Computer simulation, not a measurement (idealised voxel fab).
process module | voxel transistor to metal
The width of the displayed cross-section, cut, is 270 nm; its cells are square, with a size of 5 nm.
When this document writes out a cross-section, it uses a grid of square cells and lists it as bands, beginning at the top and moving down, with a band standing for one or more rows of cells. Basically the band line says how high the top is and how high the bottom is, in nm, and then what's in it from left to right, every material with its width in nm. Empty space shows up as "empty", and if a single material carries "all across" it runs the full band edge to edge. Note: height 0 marks the level under which the wafer is uniformly one material as received. Lowest band unbounded below, written "0 and below". So if you see something like "30..40" for the width, read it as the top row of the band sitting at the first number and the bottom row at the second, with every row in between moving by the same amount as the last. Basically "all unchanged" means that step didn't change any cell in the cross-section. Heads up: "Closed void roster" only lists the empty pockets with no open path to the top that are 8 cells or more, and it writes them as width x height at distance, distance from the left edge, in nm. Whatever follows a step's settings on its line is a remark the simulator itself makes about that step. overlay nm: right-of-plan distance of the mask on a masked step; negative values mean left-of-plan.

# So here's the lineup of process steps we planned
| 1 | RECEIVE (material Si) |
| 2 | CONFORMAL_DEP (material SiO2; thk nm 5) |
| 3 | CONFORMAL_DEP (material SiN; thk nm 15) |
| 4 | DIRECTIONAL_DEP (material aC; thk nm 10) |
| 5 | PATTERN (tone cover; mask id ACTIVE; material resist; width nm 105; pitch nm 135; thk nm 25; overlay nm 0) |
| 6 | DIRECTIONAL_ETCH (etch materials aC; depth nm 10) |
| 7 | STRIP (etch materials resist) |
| 8 | DIRECTIONAL_ETCH (etch materials SiN; depth nm 15) |
| 9 | DIRECTIONAL_ETCH (etch materials SiO2; depth nm 5) |
| 10 | DIRECTIONAL_ETCH (etch materials Si; depth nm 20) |
| 11 | STRIP (etch materials aC) |
| 12 | FILL_DEP (material SiO2; thk nm 5) |
| 13 | CMP (height nm 20) |
| 14 | SELECTIVE_ETCH (etch materials SiO2; depth nm 10) |
| 15 | STRIP (etch materials SiN) |
| 16 | SELECTIVE_ETCH (etch materials SiO2; depth nm 5) |
| 17 | OXIDIZE (depth nm 5) |
| 18 | DIRECTIONAL_DEP (material polySi; thk nm 30) |
| 19 | DIRECTIONAL_DEP (material SiCN; thk nm 10) |
| 20 | MASKED_ETCH (tone cover; mask id GATE; width nm 15; pitch nm 135; etch materials SiCN; depth nm 20; overlay nm 0) |
| 21 | MASKED_ETCH (tone cover; mask id GATE; width nm 15; pitch nm 135; etch materials polySi; depth nm 40; overlay nm 0) |
| 22 | CONFORMAL_DEP (material SiN; thk nm 10) |
| 23 | DIRECTIONAL_ETCH (etch materials SiN; depth nm 10) |
| 24 | DIRECTIONAL_ETCH (etch materials SiO2; depth nm 5) |
| 25 | DIRECTIONAL_ETCH (etch materials Si; depth nm 10) |
| 26 | EPI (material nSi; thk nm 10) |
| 27 | FILL_DEP (material SiO2; thk nm 10) |
| 28 | CMP (height nm 40) |
| 29 | DIRECTIONAL_DEP (material SiO2; thk nm 10) |
| 30 | PATTERN (tone open; mask id CONTACT; material resist; width nm 30; thk nm 15; overlay nm 0) |
| 31 | DIRECTIONAL_ETCH (etch materials SiO2; depth nm 55) |
| 32 | STRIP (etch materials resist) |
| 33 | CONFORMAL_DEP (material TiN; thk nm 5) |
| 34 | FILL_DEP (material W; thk nm 5) |
| 35 | CMP (height nm 50) |
| 36 | CONFORMAL_DEP (material SiCN; thk nm 5) |
| 37 | DIRECTIONAL_DEP (material lowk; thk nm 20) |
| 38 | PATTERN (tone open; mask id METAL_1; material resist; width nm 15; thk nm 20; overlay nm 0) |
| 39 | DIRECTIONAL_ETCH (etch materials lowk; depth nm 20) |
| 40 | DIRECTIONAL_ETCH (etch materials SiCN; depth nm 5) |
| 41 | STRIP (etch materials resist) |
| 42 | CONFORMAL_DEP (material TiN; thk nm 5) |
| 43 | FILL_DEP (material Cu; thk nm 5) |
| 44 | CMP (height nm 75) |
| 45 | EPI (material Ru; thk nm 5) |
| 46 | FILL_DEP (material SiCN; thk nm 5) |

# The cross-section here shows the wafer as received, i.e. in its state after step 1
    0 and below = Si all across
    Closed void roster: none

# Here's the cross-section of the first of our two wafers at the end of the module - it ran as planned
    85 down to 80 = SiCN all across
    80 down to 75 = 20 of SiCN, then 25 of Ru, then 45 of SiCN, then 25 of Ru, then 40 of SiCN, then 25 of Ru, then 45 of SiCN, then 25 of Ru, then 20 of SiCN
    75 down to 55 = 25 of lowk, then 5 of TiN, then 5 of Cu, then 5 of TiN, then 55 of lowk, then 5 of TiN, then 5 of Cu, then 5 of TiN, then 50 of lowk, then 5 of TiN, then 5 of Cu, then 5 of TiN, then 55 of lowk, then 5 of TiN, then 5 of Cu, then 5 of TiN, then 25 of lowk
    55 down to 50 = 25 of SiCN, then 15 of TiN, then 55 of SiCN, then 15 of TiN, then 50 of SiCN, then 15 of TiN, then 55 of SiCN, then 15 of TiN, then 25 of SiCN
    50 down to 40 = 25 of SiO2, then 5 of TiN, then 20..15 of W, then 5..10 of TiN, then 25 of SiO2, then 5..10 of TiN, then 20..15 of W, then 5 of TiN, then 50 of SiO2, then 5 of TiN, then 20..15 of W, then 5..10 of TiN, then 25 of SiO2, then 5..10 of TiN, then 20..15 of W, then 5 of TiN, then 25 of SiO2
    40 down to 30 = 25 of SiO2, then 5 of TiN, then 15 of W, then 5 of TiN, then 10 of SiN, then 15 of SiCN, then 10 of SiN, then 5 of TiN, then 15 of W, then 5 of TiN, then 50 of SiO2, then 5 of TiN, then 15 of W, then 5 of TiN, then 10 of SiN, then 15 of SiCN, then 10 of SiN, then 5 of TiN, then 15 of W, then 5 of TiN, then 25 of SiO2
    30 down to 10 = 25 of SiO2, then 5 of TiN, then 15 of W, then 5 of TiN, then 10 of SiN, then 15 of polySi, then 10 of SiN, then 5 of TiN, then 15 of W, then 5 of TiN, then 50 of SiO2, then 5 of TiN, then 15 of W, then 5 of TiN, then 10 of SiN, then 15 of polySi, then 10 of SiN, then 5 of TiN, then 15 of W, then 5 of TiN, then 25 of SiO2
    10 down to 5 = 25 of SiO2, then 25 of TiN, then 10 of SiN, then 15 of polySi, then 10 of SiN, then 25 of TiN, then 50 of SiO2, then 25 of TiN, then 10 of SiN, then 15 of polySi, then 10 of SiN, then 25 of TiN, then 25 of SiO2
    5 down to 0 = 10 of SiO2, then 10 of SiN, then 10 of nSi, then 10 of TiN, then 10 of nSi, then 10 of SiN, then 15 of polySi, then 10 of SiN, then 10 of nSi, then 10 of TiN, then 10 of nSi, then 10 of SiN, then 20 of SiO2, then 10 of SiN, then 10 of nSi, then 10 of TiN, then 10 of nSi, then 10 of SiN, then 15 of polySi, then 10 of SiN, then 10 of nSi, then 10 of TiN, then 10 of nSi, then 10 of SiN, then 10 of SiO2
    0 down to -5 = 20 of SiO2, then 10 of nSi, then 10 of TiN, then 10 of nSi, then 35 of SiO2, then 10 of nSi, then 10 of TiN, then 10 of nSi, then 40 of SiO2, then 10 of nSi, then 10 of TiN, then 10 of nSi, then 35 of SiO2, then 10 of nSi, then 10 of TiN, then 10 of nSi, then 20 of SiO2
    -5 down to -15 = 15 of SiO2, then 5 of Si, then 30 of nSi, then 35 of Si, then 30 of nSi, then 5 of Si, then 30 of SiO2, then 5 of Si, then 30 of nSi, then 35 of Si, then 30 of nSi, then 5 of Si, then 15 of SiO2
    -15 down to -20 = 15 of SiO2, then 105 of Si, then 30 of SiO2, then 105 of Si, then 15 of SiO2
    -20 and below = Si all across
    Closed void roster: none

# Here is the second of the two wafers cut open at the end of the module - same start, same plan as the first one, but we made one mistake running it
    85 down to 80 = SiCN all across
    80 down to 75 = 20 of SiCN, then 25 of Ru, then 45 of SiCN, then 25 of Ru, then 40 of SiCN, then 25 of Ru, then 45 of SiCN, then 25 of Ru, then 20 of SiCN
    75 down to 55 = 25 of lowk, then 5 of TiN, then 5 of Cu, then 5 of TiN, then 55 of lowk, then 5 of TiN, then 5 of Cu, then 5 of TiN, then 50 of lowk, then 5 of TiN, then 5 of Cu, then 5 of TiN, then 55 of lowk, then 5 of TiN, then 5 of Cu, then 5 of TiN, then 25 of lowk
    55 down to 50 = 25 of SiCN, then 15 of TiN, then 55 of SiCN, then 15 of TiN, then 50 of SiCN, then 15 of TiN, then 55 of SiCN, then 15 of TiN, then 25 of SiCN
    50 down to 40 = 25 of SiO2, then 5 of TiN, then 20..15 of W, then 5..10 of TiN, then 25 of SiO2, then 5..10 of TiN, then 20..15 of W, then 5 of TiN, then 50 of SiO2, then 5 of TiN, then 20..15 of W, then 5..10 of TiN, then 25 of SiO2, then 5..10 of TiN, then 20..15 of W, then 5 of TiN, then 25 of SiO2
    40 down to 30 = 25 of SiO2, then 5 of TiN, then 15..5 of W, then 5..15 of TiN, then 10 of SiN, then 15 of SiCN, then 10 of SiN, then 5 of TiN, then 15 of W, then 5 of TiN, then 50 of SiO2, then 5 of TiN, then 15..5 of W, then 5..15 of TiN, then 10 of SiN, then 15 of SiCN, then 10 of SiN, then 5 of TiN, then 15 of W, then 5 of TiN, then 25 of SiO2
    30 down to 10 = 25 of SiO2, then 5 of TiN, then 5 of W, then 5 of TiN, then 10 of SiN, then 25 of polySi, then 10 of SiN, then 5 of TiN, then 15 of W, then 5 of TiN, then 50 of SiO2, then 5 of TiN, then 5 of W, then 5 of TiN, then 10 of SiN, then 25 of polySi, then 10 of SiN, then 5 of TiN, then 15 of W, then 5 of TiN, then 25 of SiO2
    10 down to 5 = 25 of SiO2, then 15 of TiN, then 10 of SiN, then 25 of polySi, then 10 of SiN, then 25 of TiN, then 50 of SiO2, then 15 of TiN, then 10 of SiN, then 25 of polySi, then 10 of SiN, then 25 of TiN, then 25 of SiO2
    5 down to 0 = 10 of SiO2, then 10 of SiN, then 20 of nSi, then 10 of SiN, then 25 of polySi, then 10 of SiN, then 10 of nSi, then 10 of TiN, then 10 of nSi, then 10 of SiN, then 20 of SiO2, then 10 of SiN, then 20 of nSi, then 10 of SiN, then 25 of polySi, then 10 of SiN, then 10 of nSi, then 10 of TiN, then 10 of nSi, then 10 of SiN, then 10 of SiO2
    0 down to -5 = 20 of SiO2, then 20 of nSi, then 45 of SiO2, then 10 of nSi, then 10 of TiN, then 10 of nSi, then 40 of SiO2, then 20 of nSi, then 45 of SiO2, then 10 of nSi, then 10 of TiN, then 10 of nSi, then 20 of SiO2
    -5 down to -15 = 15 of SiO2, then 5 of Si, then 20 of nSi, then 45 of Si, then 30 of nSi, then 5 of Si, then 30 of SiO2, then 5 of Si, then 20 of nSi, then 45 of Si, then 30 of nSi, then 5 of Si, then 15 of SiO2
    -15 down to -20 = 15 of SiO2, then 105 of Si, then 30 of SiO2, then 105 of Si, then 15 of SiO2
    -20 and below = Si all across
    Closed void roster: none
Short version of what went wrong: off-plan run, step 21, actual operation and settings MASKED_ETCH (tone cover; mask id GATE; width nm 15; pitch nm 135; etch materials polySi; depth nm 40; overlay nm -10)
In the final state, the cell counts of the second wafer exceed or fall short of those of the first for the following materials: Si +8 | SiO2 +4 | TiN -8 | W -20 | nSi -8 | polySi +24
